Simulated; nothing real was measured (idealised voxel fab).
Documented hereafter: the process module known as voxel released beams.
Displayed cross-section: cut, width of 280 nm, square cells sized 5 nm.
Throughout this document, each cross-section is represented as a grid of square cells and is presented as a sequence of bands enumerated from the top downward, where a band comprises one or more rows of cells.
Read a band's entry like this: the first values are the height of its top and the height of its bottom in nm, and what follows is the sequence of materials from left to right, each with its width in nm. Note that "air" is empty space, and that a single material marked "everywhere" reaches across the band from edge to edge.
Basically, 0 is our baseline, since under it the wafer straight out of the box is all one material. The bottom band has no lower end and keeps on going down, so it looks like "z 0 and below".
Think of "30 to 40" as a width that walks from the first number to the second as you go down the band, top row to bottom row, taking equal-sized steps from row to row.
"remained the same" means the step left every cell of the cross-section as it was.
Voids not open to the top, 8 cells minimum: see "Voids, fully enclosed". Written width x height at distance; distance is from the left edge; nm.
Post-settings text on a step line: simulator's own remark regarding the step.
"overlay nm" answers the question of how far to the right of plan the mask lay on a step that has a mask, and when it is negative the answer is to the left.
-- Steps planned for the process
1. RECEIVE: material Si
2. CONFORMAL_DEP: material Al2O3, thk nm 10
3. DIRECTIONAL_DEP: material SiO2, thk nm 20
4. PATTERN: tone open, mask id ANCHOR, material resist, width nm 25, thk nm 20, overlay nm 0
5. DIRECTIONAL_ETCH: etch materials SiO2, depth nm 20
6. STRIP: etch materials resist
7. CONFORMAL_DEP: material SiN, thk nm 10
8. DIRECTIONAL_DEP: material aC, thk nm 10
9. PATTERN: tone cover, mask id BEAM, material resist, width nm 70, thk nm 30, overlay nm 0
10. DIRECTIONAL_ETCH: etch materials aC, depth nm 10
11. STRIP: etch materials resist
12. DIRECTIONAL_ETCH: etch materials SiN, depth nm 10
13. STRIP: etch materials aC
14. STRIP: etch materials SiO2
-- Cross-section: wafer on arrival = after step 1
z 0 and below: Si everywhere
Voids, fully enclosed: none
-- Here's the wafer cut in cross-section after the module, started and planned just like above, except one thing was done wrong in the run
z 40 to 30: air: 100  SiN: 15  air: 10  SiN: 45  air: 110
z 30 to 20: air: 105  SiN: 10  air: 10  SiN: 10  air: 145
z 20 to 10: air: 105  SiN: 30  air: 145
z 10 to 0: Al2O3 everywhere
z 0 and below: Si everywhere
Voids, fully enclosed: none
Here's what went sideways: step 4 was not run as planned; what actually ran was PATTERN: tone open, mask id ANCHOR, material resist, width nm 30, thk nm 20, overlay nm 0
